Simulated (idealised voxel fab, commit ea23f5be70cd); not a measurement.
This section sets out a process module, namely voxel trench capacitor.
Pictured: cross-section cut, 160 nm wide, on a grid of 5 nm square cells.
Cross-section, as written here: a square-cell grid given band by band from the top down, where a band holds one or more rows of cells.
Heights first: top, then bottom, in nm. Then materials, left to right, each with a width in nm. "all across" on a single material: fills the band edge to edge. "blank": empty space.
Note: height 0 marks the level under which the wafer is uniformly one material as received. Lowest band unbounded below, written "0 -> down".
Read "30..40" as a graded width: first number on top, second number at the bottom, same change between each pair of neighbouring rows.
Step note "remained the same" = no cross-section cell changed.
In the "Closed voids list" entry, you get each enclosed empty space of 8 cells or more, one with no open way to the top, written width x height at distance, distance from the left edge, in nm.
Where a step's line continues beyond its settings, the continuation is a remark by the simulator itself on that step.
What "overlay nm" on a step's line means: if the step has a mask, that mask lay this far to the right of its planned place, or, when the value is negative, to the left.
**List of planned process steps**
| 1 | RECEIVE,material Si |
| 2 | CONFORMAL_DEP,material SiN,thk nm 10 |
| 3 | MASKED_ETCH,tone open,mask id TRENCH,width nm 30,pitch nm 45,etch materials SiN,depth nm 10,overlay nm 0 |
| 4 | MASKED_ETCH,tone open,mask id TRENCH,width nm 30,pitch nm 45,etch materials Si,depth nm 40,overlay nm 0 |
| 5 | CONFORMAL_DEP,material Al2O3,thk nm 5 |
| 6 | CONFORMAL_DEP,material TiN,thk nm 5 |
| 7 | FILL_DEP,material W,thk nm 5 |
| 8 | CMP,height nm 10 |
**Wafer as received: cross-section following step 1**
	0 -> down | Si all across
	Closed voids list: none
**Wafer cross-section at module end: first of two, run to plan**
	10 -> 0 | 40 SiN; 5 Al2O3; 5 TiN; 10 W; 5 TiN; 5 Al2O3; 15 SiN; 5 Al2O3; 5 TiN; 10 W; 5 TiN; 5 Al2O3; 45 SiN
	0 -> -30 | 40 Si; 5 Al2O3; 5 TiN; 10 W; 5 TiN; 5 Al2O3; 15 Si; 5 Al2O3; 5 TiN; 10 W; 5 TiN; 5 Al2O3; 45 Si
	-30 -> -35 | 40 Si; 5 Al2O3; 20 TiN; 5 Al2O3; 15 Si; 5 Al2O3; 20 TiN; 5 Al2O3; 45 Si
	-35 -> -40 | 40 Si; 30 Al2O3; 15 Si; 30 Al2O3; 45 Si
	-40 -> down | Si all across
	Closed voids list: none
**Presented here is a cross-section of the second of the two wafers as it stood at the end of the module. It was started in the same manner and assigned the same plan as the first wafer; however, one mistake was made in its execution**
	10 -> 0 | 45 SiN; 5 Al2O3; 5 TiN; 5 W; 10..5 TiN; 5..10 Al2O3; 15 SiN; 5 Al2O3; 5 TiN; 5 W; 10..5 TiN; 5..10 Al2O3; 40 SiN
	0 -> -30 | 45 Si; 5 Al2O3; 5 TiN; 5 W; 5 TiN; 5 Al2O3; 20 Si; 5 Al2O3; 5 TiN; 5 W; 5 TiN; 5 Al2O3; 45 Si
	-30 -> -35 | 45 Si; 5 Al2O3; 15 TiN; 5 Al2O3; 20 Si; 5 Al2O3; 15 TiN; 5 Al2O3; 45 Si
	-35 -> -40 | 45 Si; 25 Al2O3; 20 Si; 25 Al2O3; 45 Si
	-40 -> down | Si all across
	Closed voids list: none
Which mistake was made when the wafer was run? contrary to plan, step 3 was performed as MASKED_ETCH,tone open,mask id TRENCH,width nm 30,pitch nm 45,etch materials SiN,depth nm 10,overlay nm 5
Final tally in cells, some materials are higher or lower on the second wafer than on the first: Si: 16 more | W: 16 fewer
